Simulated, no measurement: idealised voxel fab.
Process module, titled voxel released beams
For reference, the cross-section in this document is cut, with width 275 nm and square cells of 5 nm.
Cross-section = grid of square cells, listed top down in bands; band = one or more rows.
The entry gives the band's vertical extent as a top height and a bottom height in nm, then its horizontal make-up as materials from left to right, each with a width in nm. "blank" stands for empty space; a single material marked "edge to edge" fills the band edge to edge.
For the purposes of this specification, 0 denotes the height below which the wafer in its as-received condition is composed wholly of one material, and the lowermost band, lacking a lower limit, extends downward without end, as expressed in "0 nm and below".
You'd read "30..40" like this: the band's top row of cells is as wide as the first number, its bottom row is as wide as the second, and going down, every row changes width by the same amount as the row before did.
What does "nothing got changed" mean for a step? It means no cell of the cross-section changed in that step.
Closed-off voids of 8+ cells (no open route to the top) go in "Unvented cavities", written width x height at distance from the left edge, in nm.
On a step's line, text after the settings is the simulator commenting on that step.
overlay nm: mask offset rightward from planned place, masked step; negative means leftward offset.

**Steps in the process plan**
| 1 | RECEIVE, material Si |
| 2 | CONFORMAL_DEP, material SiN, thk nm 10 |
| 3 | DIRECTIONAL_DEP, material SiO2, thk nm 20 |
| 4 | DIRECTIONAL_DEP, material aC, thk nm 15 |
| 5 | PATTERN, tone open, mask id ANCHOR, material resist, width nm 30, thk nm 35, overlay nm 0 |
| 6 | DIRECTIONAL_ETCH, etch materials aC, depth nm 15 |
| 7 | STRIP, etch materials resist |
| 8 | DIRECTIONAL_ETCH, etch materials SiO2, depth nm 20 |
| 9 | STRIP, etch materials aC |
| 10 | CONFORMAL_DEP, material TiN, thk nm 10 |
| 11 | PATTERN, tone cover, mask id BEAM, material resist, width nm 75, thk nm 15, overlay nm 0 |
| 12 | DIRECTIONAL_ETCH, etch materials TiN, depth nm 10 |
| 13 | STRIP, etch materials resist |
| 14 | STRIP, etch materials SiO2 |

**Received-state cross-section, reflecting completion of step 1**
0 nm and below = Si edge to edge
Unvented cavities: none

**Cross-sectional image of the first of two wafers at the end of the module, the run having proceeded as planned**
40 nm to 30 nm = blank 95 nm, then TiN 15 nm, then blank 10 nm, then TiN 50 nm, then blank 105 nm
30 nm to 20 nm = blank 100 nm, then TiN 10 nm, then blank 10 nm, then TiN 10 nm, then blank 145 nm
20 nm to 10 nm = blank 100 nm, then TiN 30 nm, then blank 145 nm
10 nm to 0 nm = SiN edge to edge
0 nm and below = Si edge to edge
Unvented cavities: none

**Here is the second of the two wafers cut open at the end of the module - same start, same plan as the first one, but we made one mistake running it**
40 nm to 30 nm = blank 95 nm, then TiN 45 nm, then blank 135 nm
30 nm to 20 nm = blank 90 nm, then TiN 10 nm, then SiO2 30 nm, then TiN 10 nm, then blank 135 nm
20 nm to 10 nm = blank 90 nm, then TiN 10 nm, then SiO2 30 nm, then TiN 40 nm, then blank 105 nm
10 nm to 0 nm = SiN edge to edge
0 nm and below = Si edge to edge
Unvented cavities: none
What went wrong in running the wafer? off-plan run, step 5, actual operation and settings PATTERN, tone cover, mask id ANCHOR, material resist, width nm 30, thk nm 35, overlay nm 0
The final cell counts differ between the wafers, with the second having more or fewer of some materials than the first: SiO2 +24
